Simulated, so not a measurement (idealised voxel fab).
Module name: voxel capacitor over wiring (process module)
The cross-section on display is named cut; it measures 280 nm wide, and its cells are 5 nm squares.
A cross-section is a grid of square cells, given in bands from the top down. A band is one or more rows of cells. Heads up on the band format: heights come first, top then bottom, in nm. After that it's the materials left to right, each with its width in nm. A single material flagged "throughout" fills the whole band edge to edge, and "empty" means there's empty space there. Height 0 is the level under which the wafer as received is all one material. The lowest band goes on downwards, as in "0 and below". Top row gets the first number, bottom row gets the second, and each row in between changes by the same step: that is how a band width like "30..40" works. For the purposes of this document, the phrase "changes: none" attached to a step denotes that no cell within the cross-section was modified by that step. The entry titled "Listed closed voids" provides the empty spaces that have no open way to the top, restricted to those of 8 cells or more. Each is presented as width x height at distance, the distance being measured from the left edge, with all three in nm. That trailing text on a step's line, after the settings, is the simulator's own remark on the step. overlay nm: for a step with a mask, the amount by which the mask lay right of where it was planned; a negative amount means left of it.

The following list gives the planned process steps
1 RECEIVE (material Si)
2 CONFORMAL_DEP (material SiO2; thk nm 10)
3 CONFORMAL_DEP (material SiN; thk nm 5)
4 DIRECTIONAL_DEP (material SiO2; thk nm 15)
5 PATTERN (tone open; mask id METAL_1; material resist; width nm 20; pitch nm 70; thk nm 15; overlay nm 0)
6 DIRECTIONAL_ETCH (etch materials SiO2; depth nm 15)
7 DIRECTIONAL_ETCH (etch materials SiN; depth nm 5)
8 STRIP (etch materials resist)
9 CONFORMAL_DEP (material TiN; thk nm 5)
10 FILL_DEP (material W; thk nm 10)
11 CMP (height nm 30)
12 EPI (material Ru; thk nm 5)
13 FILL_DEP (material SiCN; thk nm 5)
14 DIRECTIONAL_DEP (material lowk; thk nm 10)
15 DIRECTIONAL_DEP (material aC; thk nm 15)
16 PATTERN (tone open; mask id PLUG_1; material resist; width nm 15; thk nm 35; overlay nm 0)
17 DIRECTIONAL_ETCH (etch materials aC; depth nm 15)
18 STRIP (etch materials resist)
19 DIRECTIONAL_ETCH (etch materials lowk; depth nm 10)
20 DIRECTIONAL_ETCH (etch materials SiCN; depth nm 5)
21 STRIP (etch materials aC)
22 CONFORMAL_DEP (material TiN; thk nm 5)
23 FILL_DEP (material Ru; thk nm 10)
24 CMP (height nm 50)
25 DIRECTIONAL_DEP (material TiN; thk nm 5)
26 DIRECTIONAL_DEP (material HfO2; thk nm 5)
27 DIRECTIONAL_DEP (material TiN; thk nm 5)
28 DIRECTIONAL_DEP (material aC; thk nm 10)
29 PATTERN (tone cover; mask id UPPER_PLATE; material resist; width nm 55; thk nm 25; overlay nm 0)
30 DIRECTIONAL_ETCH (etch materials aC; depth nm 10)
31 STRIP (etch materials resist)
32 DIRECTIONAL_ETCH (etch materials TiN; depth nm 5)
33 DIRECTIONAL_ETCH (etch materials HfO2; depth nm 5)
34 STRIP (etch materials aC)
35 MASKED_ETCH (tone cover; mask id LOWER_PLATE; width nm 65; etch materials TiN; depth nm 5; overlay nm 0)
36 FILL_DEP (material SiO2; thk nm 15)
37 CMP (height nm 75)
38 DIRECTIONAL_DEP (material aC; thk nm 15)
39 PATTERN (tone open; mask id PLUG_2; material resist; width nm 15; thk nm 30; overlay nm 0)
40 DIRECTIONAL_ETCH (etch materials aC; depth nm 15)
41 STRIP (etch materials resist)
42 DIRECTIONAL_ETCH (etch materials SiO2; depth nm 10)
43 STRIP (etch materials aC)
44 CONFORMAL_DEP (material TiN; thk nm 5)
45 FILL_DEP (material Cu; thk nm 10)
46 CMP (height nm 75)
47 CONFORMAL_DEP (material SiCN; thk nm 5)

Incoming wafer in cross-section (state: after step 1)
0 and below: Si throughout
Listed closed voids: none

As-planned run: cross-section of the first of two wafers at end of module
80 down to 75: SiCN throughout
75 down to 70: SiO2 110 nm | TiN 5 nm | Cu 5 nm | TiN 5 nm | SiO2 155 nm
70 down to 60: SiO2 110..100 nm | TiN 15..55 nm | SiO2 155..125 nm
60 down to 55: SiO2 100 nm | HfO2 55 nm | SiO2 125 nm
55 down to 50: SiO2 95 nm | TiN 65 nm | SiO2 120 nm
50 down to 40: lowk 100 nm | TiN 5 nm | Ru 5 nm | TiN 5 nm | lowk 165 nm
40 down to 35: SiCN 100 nm | TiN 15 nm | SiCN 165 nm
35 down to 30: SiCN 90 nm | Ru 30 nm | SiCN 40 nm | Ru 30 nm | SiCN 90 nm
30 down to 15: SiO2 95 nm | TiN 5 nm | W 10 nm | TiN 5 nm | SiO2 50 nm | TiN 5 nm | W 10 nm | TiN 5 nm | SiO2 95 nm
15 down to 10: SiN 95 nm | TiN 20 nm | SiN 50 nm | TiN 20 nm | SiN 95 nm
10 down to 0: SiO2 throughout
0 and below: Si throughout
Listed closed voids: none

Wafer two, sectioned after the module: the first wafer's start, the first wafer's plan, and one mistake in how it was run
80 down to 75: SiCN throughout
75 down to 70: SiO2 110 nm | TiN 5 nm | Cu 5 nm | TiN 5 nm | SiO2 155 nm
70 down to 65: SiO2 110 nm | TiN 15 nm | SiO2 155 nm
65 down to 60: Ru throughout
60 down to 55: HfO2 throughout
55 down to 50: TiN throughout
50 down to 40: lowk 100 nm | TiN 5 nm | Ru 5 nm | TiN 5 nm | lowk 165 nm
40 down to 35: SiCN 100 nm | TiN 15 nm | SiCN 165 nm
35 down to 30: SiCN 90 nm | Ru 30 nm | SiCN 40 nm | Ru 30 nm | SiCN 90 nm
30 down to 15: SiO2 95 nm | TiN 5 nm | W 10 nm | TiN 5 nm | SiO2 50 nm | TiN 5 nm | W 10 nm | TiN 5 nm | SiO2 95 nm
15 down to 10: SiN 95 nm | TiN 20 nm | SiN 50 nm | TiN 20 nm | SiN 95 nm
10 down to 0: SiO2 throughout
0 and below: Si throughout
Listed closed voids: none
The mistake made against the process plan was this: step 27: run off-plan, actual operation and settings DIRECTIONAL_DEP (material Ru; thk nm 5)
Final wafer comparison in cells, second versus first, more or fewer per material: 45 more of HfO2, 56 more of Ru, 133 fewer of SiO2, 32 more of TiN
